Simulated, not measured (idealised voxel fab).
Process module under the name voxel gate over fins
Cross-section cut spans 195 nm and uses square cells 5 nm in size.
Each cross-section below is a grid of square cells, stated as bands in top-down order, with one or more rows of cells making up each band.
Top, bottom (nm), then materials left to right with widths (nm); lone material tagged "everywhere" fills the whole band edge to edge; "empty" = empty space.
Heights are expressed relative to 0, this being the level below which the as-received wafer comprises one material exclusively. The lowest band is unbounded in the downward direction and is denoted as in "0..down".
A width such as "30..40" changes by the same amount from each row of cells to the next, from the band's top row to its bottom row.
No cell of the cross-section changed in a step that is given as "nothing got changed".
"Completely enclosed voids" means: voids of 8 cells or more that are shut off from the top with no open way through. Written width x height at distance, distance from the left edge, in nm.
Past the settings on a step's line: simulator remark, on that step.
Each step line may optionally specify "overlay nm", which for a step with a mask gives the rightward distance between the mask's planned place and where it lay, a negative value indicating the leftward direction.
[Set out below are the planned steps of the process]
1. RECEIVE,material Si
2. CONFORMAL_DEP,material SiN,thk nm 5
3. PATTERN,tone cover,mask id FINS,material resist,width nm 15,pitch nm 40,thk nm 20,overlay nm 0
4. DIRECTIONAL_ETCH,etch materials SiN,depth nm 5
5. DIRECTIONAL_ETCH,etch materials Si,depth nm 35
6. STRIP,etch materials resist
7. OXIDIZE,depth nm 5
8. FILL_DEP,material SiO2,thk nm 15
9. CMP,height nm 5
10. SELECTIVE_ETCH,etch materials SiO2,depth nm 20
11. STRIP,etch materials SiN
12. CONFORMAL_DEP,material HfO2,thk nm 5
13. CONFORMAL_DEP,material TiN,thk nm 5
14. FILL_DEP,material W,thk nm 15
15. CMP,height nm 20
16. CONFORMAL_DEP,material SiCN,thk nm 10
[as received, after step 1]
  0..down  Si everywhere
  Completely enclosed voids: none
[first wafer at the end, as planned]
  30..20  SiCN everywhere
  20..10  W everywhere
  10..5  65 nm W; 25 nm TiN; 15 nm W; 25 nm TiN; 65 nm W
  5..0  65 nm W; 5 nm TiN; 15 nm HfO2; 5 nm TiN; 15 nm W; 5 nm TiN; 15 nm HfO2; 5 nm TiN; 65 nm W
  0..-5  65 nm W; 5 nm TiN; 5 nm HfO2; 5 nm Si; 5 nm HfO2; 5 nm TiN; 15 nm W; 5 nm TiN; 5 nm HfO2; 5 nm Si; 5 nm HfO2; 5 nm TiN; 65 nm W
  -5..-10  70 nm TiN; 5 nm HfO2; 5 nm Si; 5 nm HfO2; 25 nm TiN; 5 nm HfO2; 5 nm Si; 5 nm HfO2; 70 nm TiN
  -10..-15  75 nm HfO2; 5 nm Si; 35 nm HfO2; 5 nm Si; 75 nm HfO2
  -15..-40  75 nm SiO2; 5 nm Si; 35 nm SiO2; 5 nm Si; 75 nm SiO2
  -40..down  Si everywhere
  Completely enclosed voids: none
[What the second wafer looks like in cross-section once the module is done. Its start and its plan matched the first wafer's exactly; what differed was one mistake in how it was run]
  30..20  SiCN everywhere
  20..10  HfO2 everywhere
  10..5  65 nm HfO2; 25 nm TiN; 15 nm HfO2; 25 nm TiN; 65 nm HfO2
  5..0  65 nm HfO2; 5 nm TiN; 15 nm HfO2; 5 nm TiN; 15 nm HfO2; 5 nm TiN; 15 nm HfO2; 5 nm TiN; 65 nm HfO2
  0..-5  65 nm HfO2; 5 nm TiN; 5 nm HfO2; 5 nm Si; 5 nm HfO2; 5 nm TiN; 15 nm HfO2; 5 nm TiN; 5 nm HfO2; 5 nm Si; 5 nm HfO2; 5 nm TiN; 65 nm HfO2
  -5..-10  70 nm TiN; 5 nm HfO2; 5 nm Si; 5 nm HfO2; 25 nm TiN; 5 nm HfO2; 5 nm Si; 5 nm HfO2; 70 nm TiN
  -10..-15  75 nm HfO2; 5 nm Si; 35 nm HfO2; 5 nm Si; 75 nm HfO2
  -15..-40  75 nm SiO2; 5 nm Si; 35 nm SiO2; 5 nm Si; 75 nm SiO2
  -40..down  Si everywhere
  Completely enclosed voids: none
Which mistake was made when the wafer was run? it should be noted that step 14 was executed with settings other than those planned, the operation and settings actually applied being FILL_DEP,material HfO2,thk nm 15
The final cell counts differ between the wafers, with the second having more or fewer of some materials than the first: HfO2 +165; W -165
